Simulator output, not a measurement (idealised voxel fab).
Name of the process module below: voxel self aligned contacts
cross-section cut | 215 nm wide | cells 5 nm
When this document writes out a cross-section, it uses a grid of square cells and lists it as bands, beginning at the top and moving down, with a band standing for one or more rows of cells.
Within each band entry, the heights of the top and of the bottom of the band appear first, in that order and in nm; the materials of the band then follow from left to right, each with its corresponding width in nm. The designation "all across" on a single material indicates that it fills the band from edge to edge; the designation "air" indicates empty space.
Zero point of the height axis is 0; under it, received wafer = one material. Lowest band: continues down indefinitely, "top 0, no bottom".
So if you see something like "30 to 40" for the width, read it as the top row of the band sitting at the first number and the bottom row at the second, with every row in between moving by the same amount as the last.
Key: "remains unaltered" - step with no changed cell in the cross-section.
Heads up: "Listed closed voids" only lists the empty pockets with no open path to the top that are 8 cells or more, and it writes them as width x height at distance, distance from the left edge, in nm.
It should be noted that, on the line of a given step, the content following the step's settings is a remark produced by the simulator itself with respect to that step.
overlay nm: step with mask; distance mask lay right of planned place; negative value = left of planned place.
PROCESS STEPS (PLANNED)
| 1 | RECEIVE, material Si |
| 2 | CONFORMAL_DEP, material SiO2, thk nm 5 |
| 3 | DIRECTIONAL_DEP, material polySi, thk nm 30 |
| 4 | DIRECTIONAL_DEP, material SiN, thk nm 15 |
| 5 | DIRECTIONAL_DEP, material aC, thk nm 15 |
| 6 | PATTERN, tone cover, mask id GATE, material resist, width nm 35, pitch nm 60, thk nm 30, overlay nm 0 |
| 7 | DIRECTIONAL_ETCH, etch materials aC, depth nm 15 |
| 8 | STRIP, etch materials resist |
| 9 | DIRECTIONAL_ETCH, etch materials SiN, depth nm 15 |
| 10 | DIRECTIONAL_ETCH, etch materials polySi, depth nm 30 |
| 11 | STRIP, etch materials aC |
| 12 | CONFORMAL_DEP, material SiN, thk nm 5 |
| 13 | DIRECTIONAL_ETCH, etch materials SiN, depth nm 5 |
| 14 | FILL_DEP, material SiO2, thk nm 20 |
| 15 | CMP, height nm 60 |
| 16 | PATTERN, tone open, mask id CONTACT, material resist, width nm 45, thk nm 20, overlay nm 0 |
| 17 | DIRECTIONAL_ETCH, etch materials SiO2, depth nm 60 |
| 18 | STRIP, etch materials resist |
| 19 | CONFORMAL_DEP, material TiN, thk nm 5 |
| 20 | FILL_DEP, material W, thk nm 5 |
| 21 | CMP, height nm 60 |
| 22 | CONFORMAL_DEP, material SiN, thk nm 5 |
ON THE FIRST OF THE TWO WAFERS: RUN CONDUCTED ACCORDING TO PLAN
STEP 1 COMPLETE: CROSS-SECTION OF THE WAFER AS RECEIVED
- top 0, no bottom = Si all across
- Listed closed voids: none
YOU'RE LOOKING AT A CROSS-SECTION OF THE WAFER AFTER STEP 2
- top 5, bottom 0 = SiO2 all across
- All layers under 0 are left as they were.
YOU'RE LOOKING AT A CROSS-SECTION OF THE WAFER AFTER STEP 3
- top 35, bottom 5 = polySi all across
- All layers under 5 are left as they were.
YOU'RE LOOKING AT A CROSS-SECTION OF THE WAFER AFTER STEP 4
- top 50, bottom 35 = SiN all across
- All layers under 35 are left as they were.
YOU'RE LOOKING AT A CROSS-SECTION OF THE WAFER AFTER STEP 5
- top 65, bottom 50 = aC all across
- All layers under 50 are left as they were.
YOU'RE LOOKING AT A CROSS-SECTION OF THE WAFER AFTER STEP 6
- top 95, bottom 65 = 60 of air; 35 of resist; 25 of air; 35 of resist; 60 of air
- All layers under 65 are left as they were.
YOU'RE LOOKING AT A CROSS-SECTION OF THE WAFER AFTER STEP 7
- top 80, bottom 65 = 60 of air; 35 of resist; 25 of air; 35 of resist; 60 of air
- top 65, bottom 50 = 60 of air; 35 of aC; 25 of air; 35 of aC; 60 of air
- All layers under 50 are left as they were.
YOU'RE LOOKING AT A CROSS-SECTION OF THE WAFER AFTER STEP 8
- top 65, bottom 50 = 60 of air; 35 of aC; 25 of air; 35 of aC; 60 of air
- All layers under 50 are left as they were.
YOU'RE LOOKING AT A CROSS-SECTION OF THE WAFER AFTER STEP 9
- top 65, bottom 50 = 60 of air; 35 of aC; 25 of air; 35 of aC; 60 of air
- top 50, bottom 35 = 60 of air; 35 of SiN; 25 of air; 35 of SiN; 60 of air
- All layers under 35 are left as they were.
YOU'RE LOOKING AT A CROSS-SECTION OF THE WAFER AFTER STEP 10
- top 65, bottom 50 = 60 of air; 35 of aC; 25 of air; 35 of aC; 60 of air
- top 50, bottom 35 = 60 of air; 35 of SiN; 25 of air; 35 of SiN; 60 of air
- top 35, bottom 5 = 60 of air; 35 of polySi; 25 of air; 35 of polySi; 60 of air
- All layers under 5 are left as they were.
YOU'RE LOOKING AT A CROSS-SECTION OF THE WAFER AFTER STEP 11
- top 50, bottom 35 = 60 of air; 35 of SiN; 25 of air; 35 of SiN; 60 of air
- All layers under 35 are left as they were.
YOU'RE LOOKING AT A CROSS-SECTION OF THE WAFER AFTER STEP 12
- top 55, bottom 35 = 55 of air; 45 of SiN; 15 of air; 45 of SiN; 55 of air
- top 35, bottom 10 = 55 of air; 5 of SiN; 35 of polySi; 5 of SiN; 15 of air; 5 of SiN; 35 of polySi; 5 of SiN; 55 of air
- top 10, bottom 5 = 60 of SiN; 35 of polySi; 25 of SiN; 35 of polySi; 60 of SiN
- All layers under 5 are left as they were.
YOU'RE LOOKING AT A CROSS-SECTION OF THE WAFER AFTER STEP 13
- top 50, bottom 35 = 55 of air; 45 of SiN; 15 of air; 45 of SiN; 55 of air
- top 35, bottom 5 = 55 of air; 5 of SiN; 35 of polySi; 5 of SiN; 15 of air; 5 of SiN; 35 of polySi; 5 of SiN; 55 of air
- All layers under 5 are left as they were.
YOU'RE LOOKING AT A CROSS-SECTION OF THE WAFER AFTER STEP 14
- top 70, bottom 50 = SiO2 all across
- top 50, bottom 35 = 55 of SiO2; 45 of SiN; 15 of SiO2; 45 of SiN; 55 of SiO2
- top 35, bottom 5 = 55 of SiO2; 5 of SiN; 35 of polySi; 5 of SiN; 15 of SiO2; 5 of SiN; 35 of polySi; 5 of SiN; 55 of SiO2
- All layers under 5 are left as they were.
YOU'RE LOOKING AT A CROSS-SECTION OF THE WAFER AFTER STEP 15
- top 60, bottom 50 = SiO2 all across
- All layers under 50 are left as they were.
YOU'RE LOOKING AT A CROSS-SECTION OF THE WAFER AFTER STEP 16
- top 80, bottom 60 = 85 of resist; 45 of air; 85 of resist
- All layers under 60 are left as they were.
YOU'RE LOOKING AT A CROSS-SECTION OF THE WAFER AFTER STEP 17
- top 80, bottom 60 = 85 of resist; 45 of air; 85 of resist
- top 60, bottom 50 = 85 of SiO2; 45 of air; 85 of SiO2
- top 50, bottom 35 = 55 of SiO2; 45 of SiN; 15 of air; 45 of SiN; 55 of SiO2
- top 35, bottom 5 = 55 of SiO2; 5 of SiN; 35 of polySi; 5 of SiN; 15 of air; 5 of SiN; 35 of polySi; 5 of SiN; 55 of SiO2
- top 5, bottom 0 = 100 of SiO2; 15 of air; 100 of SiO2
- All layers under 0 are left as they were.
YOU'RE LOOKING AT A CROSS-SECTION OF THE WAFER AFTER STEP 18
- top 60, bottom 50 = 85 of SiO2; 45 of air; 85 of SiO2
- All layers under 50 are left as they were.
YOU'RE LOOKING AT A CROSS-SECTION OF THE WAFER AFTER STEP 19
- top 65, bottom 60 = 90 of TiN; 35 of air; 90 of TiN
- top 60, bottom 50 = 85 of SiO2; 5 to 20 of TiN; 35 to 5 of air; 5 to 20 of TiN; 85 of SiO2
- top 50, bottom 35 = 55 of SiO2; 45 of SiN; 5 of TiN; 5 of air; 5 of TiN; 45 of SiN; 55 of SiO2
- top 35, bottom 5 = 55 of SiO2; 5 of SiN; 35 of polySi; 5 of SiN; 5 of TiN; 5 of air; 5 of TiN; 5 of SiN; 35 of polySi; 5 of SiN; 55 of SiO2
- top 5, bottom 0 = 100 of SiO2; 15 of TiN; 100 of SiO2
- All layers under 0 are left as they were.
YOU'RE LOOKING AT A CROSS-SECTION OF THE WAFER AFTER STEP 20
- top 70, bottom 65 = W all across
- top 65, bottom 60 = 90 of TiN; 35 of W; 90 of TiN
- top 60, bottom 50 = 85 of SiO2; 5 to 20 of TiN; 35 to 5 of W; 5 to 20 of TiN; 85 of SiO2
- top 50, bottom 35 = 55 of SiO2; 45 of SiN; 5 of TiN; 5 of W; 5 of TiN; 45 of SiN; 55 of SiO2
- top 35, bottom 5 = 55 of SiO2; 5 of SiN; 35 of polySi; 5 of SiN; 5 of TiN; 5 of W; 5 of TiN; 5 of SiN; 35 of polySi; 5 of SiN; 55 of SiO2
- All layers under 5 are left as they were.
YOU'RE LOOKING AT A CROSS-SECTION OF THE WAFER AFTER STEP 21
- top 60, bottom 50 = 85 of SiO2; 5 to 20 of TiN; 35 to 5 of W; 5 to 20 of TiN; 85 of SiO2
- All layers under 50 are left as they were.
YOU'RE LOOKING AT A CROSS-SECTION OF THE WAFER AFTER STEP 22
- top 65, bottom 60 = SiN all across
- All layers under 60 are left as they were.
REGARDING THE SECOND OF THE TWO WAFERS: IT SHARED THE FIRST WAFER'S STARTING CONDITION AND PROCESS PLAN, YET ONE ERROR OCCURRED DURING ITS EXECUTION. ITS HISTORY COINCIDES WITH THAT OF THE FIRST WAFER UP TO AND INCLUDING STEP 11
LOOK AT THE SECOND WAFER IN CROSS-SECTION AT THE TIME STEP 12 OUGHT TO HAVE FINISHED
- top 45, bottom 35 = 60 of air; 35 of SiN; 25 of air; 35 of SiN; 60 of air
- All layers under 35 are left as they were.
LOOK AT THE SECOND WAFER IN CROSS-SECTION AT THE TIME STEP 13 OUGHT TO HAVE FINISHED
- top 50, bottom 35 = 55 of air; 45 of SiN; 15 of air; 45 of SiN; 55 of air
- top 35, bottom 10 = 55 of air; 5 of SiN; 35 of polySi; 5 of SiN; 15 of air; 5 of SiN; 35 of polySi; 5 of SiN; 55 of air
- top 10, bottom 5 = 60 of SiN; 35 of polySi; 25 of SiN; 35 of polySi; 60 of SiN
- All layers under 5 are left as they were.
LOOK AT THE SECOND WAFER IN CROSS-SECTION AT THE TIME STEP 14 OUGHT TO HAVE FINISHED
- top 70, bottom 50 = SiO2 all across
- top 50, bottom 35 = 55 of SiO2; 45 of SiN; 15 of SiO2; 45 of SiN; 55 of SiO2
- top 35, bottom 10 = 55 of SiO2; 5 of SiN; 35 of polySi; 5 of SiN; 15 of SiO2; 5 of SiN; 35 of polySi; 5 of SiN; 55 of SiO2
- All layers under 10 are left as they were.
LOOK AT THE SECOND WAFER IN CROSS-SECTION AT THE TIME STEP 15 OUGHT TO HAVE FINISHED
- top 60, bottom 50 = SiO2 all across
- All layers under 50 are left as they were.
LOOK AT THE SECOND WAFER IN CROSS-SECTION AT THE TIME STEP 16 OUGHT TO HAVE FINISHED
- top 80, bottom 60 = 85 of resist; 45 of air; 85 of resist
- All layers under 60 are left as they were.
LOOK AT THE SECOND WAFER IN CROSS-SECTION AT THE TIME STEP 17 OUGHT TO HAVE FINISHED
- top 80, bottom 60 = 85 of resist; 45 of air; 85 of resist
- top 60, bottom 50 = 85 of SiO2; 45 of air; 85 of SiO2
- top 50, bottom 35 = 55 of SiO2; 45 of SiN; 15 of air; 45 of SiN; 55 of SiO2
- top 35, bottom 10 = 55 of SiO2; 5 of SiN; 35 of polySi; 5 of SiN; 15 of air; 5 of SiN; 35 of polySi; 5 of SiN; 55 of SiO2
- All layers under 10 are left as they were.
LOOK AT THE SECOND WAFER IN CROSS-SECTION AT THE TIME STEP 18 OUGHT TO HAVE FINISHED
- top 60, bottom 50 = 85 of SiO2; 45 of air; 85 of SiO2
- All layers under 50 are left as they were.
LOOK AT THE SECOND WAFER IN CROSS-SECTION AT THE TIME STEP 19 OUGHT TO HAVE FINISHED
- top 65, bottom 60 = 90 of TiN; 35 of air; 90 of TiN
- top 60, bottom 50 = 85 of SiO2; 5 to 20 of TiN; 35 to 5 of air; 5 to 20 of TiN; 85 of SiO2
- top 50, bottom 35 = 55 of SiO2; 45 of SiN; 5 of TiN; 5 of air; 5 of TiN; 45 of SiN; 55 of SiO2
- top 35, bottom 15 = 55 of SiO2; 5 of SiN; 35 of polySi; 5 of SiN; 5 of TiN; 5 of air; 5 of TiN; 5 of SiN; 35 of polySi; 5 of SiN; 55 of SiO2
- top 15, bottom 10 = 55 of SiO2; 5 of SiN; 35 of polySi; 5 of SiN; 15 of TiN; 5 of SiN; 35 of polySi; 5 of SiN; 55 of SiO2
- All layers under 10 are left as they were.
LOOK AT THE SECOND WAFER IN CROSS-SECTION AT THE TIME STEP 20 OUGHT TO HAVE FINISHED
- top 70, bottom 65 = W all across
- top 65, bottom 60 = 90 of TiN; 35 of W; 90 of TiN
- top 60, bottom 50 = 85 of SiO2; 5 to 20 of TiN; 35 to 5 of W; 5 to 20 of TiN; 85 of SiO2
- top 50, bottom 35 = 55 of SiO2; 45 of SiN; 5 of TiN; 5 of W; 5 of TiN; 45 of SiN; 55 of SiO2
- top 35, bottom 15 = 55 of SiO2; 5 of SiN; 35 of polySi; 5 of SiN; 5 of TiN; 5 of W; 5 of TiN; 5 of SiN; 35 of polySi; 5 of SiN; 55 of SiO2
- All layers under 15 are left as they were.
LOOK AT THE SECOND WAFER IN CROSS-SECTION AT THE TIME STEP 21 OUGHT TO HAVE FINISHED
- top 60, bottom 50 = 85 of SiO2; 5 to 20 of TiN; 35 to 5 of W; 5 to 20 of TiN; 85 of SiO2
- All layers under 50 are left as they were.
LOOK AT THE SECOND WAFER IN CROSS-SECTION AT THE TIME STEP 22 OUGHT TO HAVE FINISHED
- top 65, bottom 60 = SiN all across
- All layers under 60 are left as they were.
Where did the run depart from the plan? steps 12 and 13: order swapped relative to plan
Final comparison by cell count, materials where the second wafer has more or fewer than the first: 25 more of SiN, 19 fewer of SiO2, 4 fewer of TiN, 2 fewer of W
